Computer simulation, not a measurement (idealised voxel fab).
process module | voxel ribs on slabs
cross-section cut | 270 nm wide | cells 5 nm
A cross-section is a grid of square cells, given in bands from the top down. A band is one or more rows of cells.
Each band's line starts with the height of the band's top and of its bottom, in nm. Then come its materials from left to right, each with its width in nm. One material with "throughout" fills the band from edge to edge. "air" is empty space.
Height 0 is the level under which the wafer as received is all one material. The lowest band goes on downwards, as in "0 down".
A width such as "30 to 40" changes by the same amount from each row of cells to the next, from the band's top row to its bottom row.
"no change" after a step means that no cell of the cross-section changed.
closed voids: empty space of 8 cells or more with no open way to the top, each as width x height at its distance from the left edge, in nm
after a step's settings: what the simulator itself notes on the step
overlay nm, on a step with a mask: how far to the right of its planned place the mask lay; to the left if negative
plan
1 op RECEIVE | material Si
2 op DIRECTIONAL_DEP | material SiO2 | thk nm 30
3 op DIRECTIONAL_DEP | material SiN | thk nm 20
4 op MASKED_ETCH | tone cover | mask id RIB | width nm 20 | etch materials SiN | depth nm 15 | overlay nm 0
5 op MASKED_ETCH | tone cover | mask id SLAB | width nm 50 | etch materials SiN | depth nm 5 | overlay nm 0
6 op FILL_DEP | material SiO2 | thk nm 20
7 op CMP | height nm 65
8 op DIRECTIONAL_DEP | material TiN | thk nm 5
9 op DIRECTIONAL_DEP | material aC | thk nm 15
10 op PATTERN | tone cover | mask id HEATER | material resist | width nm 30 | thk nm 35 | overlay nm 0
11 op DIRECTIONAL_ETCH | etch materials aC | depth nm 15
12 op STRIP | etch materials resist
13 op DIRECTIONAL_ETCH | etch materials TiN | depth nm 5
14 op STRIP | etch materials aC
15 op CONFORMAL_DEP | material SiO2 | thk nm 5
as received, after step 1
  0 down: Si throughout
  closed voids: none
first wafer at the end, as planned
  75 to 70: air 115 | SiO2 40 | air 115
  70 to 65: SiO2 120 | TiN 30 | SiO2 120
  65 to 50: SiO2 throughout
  50 to 35: SiO2 125 | SiN 20 | SiO2 125
  35 to 30: SiO2 110 | SiN 50 | SiO2 110
  30 to 0: SiO2 throughout
  0 down: Si throughout
  closed voids: none
second wafer at the end: like start, like plan, one mistake
  75 to 70: air 115 | SiO2 40 | air 115
  70 to 65: SiO2 120 | TiN 30 | SiO2 120
  65 to 45: SiO2 throughout
  45 to 35: SiO2 125 | SiN 20 | SiO2 125
  35 to 30: SiN 110 | SiO2 15 | SiN 20 | SiO2 15 | SiN 110
  30 to 0: SiO2 throughout
  0 down: Si throughout
  closed voids: none
what went wrong: step 5 ran as: op MASKED_ETCH | tone open | mask id SLAB | width nm 50 | etch materials SiN | depth nm 5 | overlay nm 0
at the end the second wafer has, in cells: 34 more of SiN | 34 fewer of SiO2
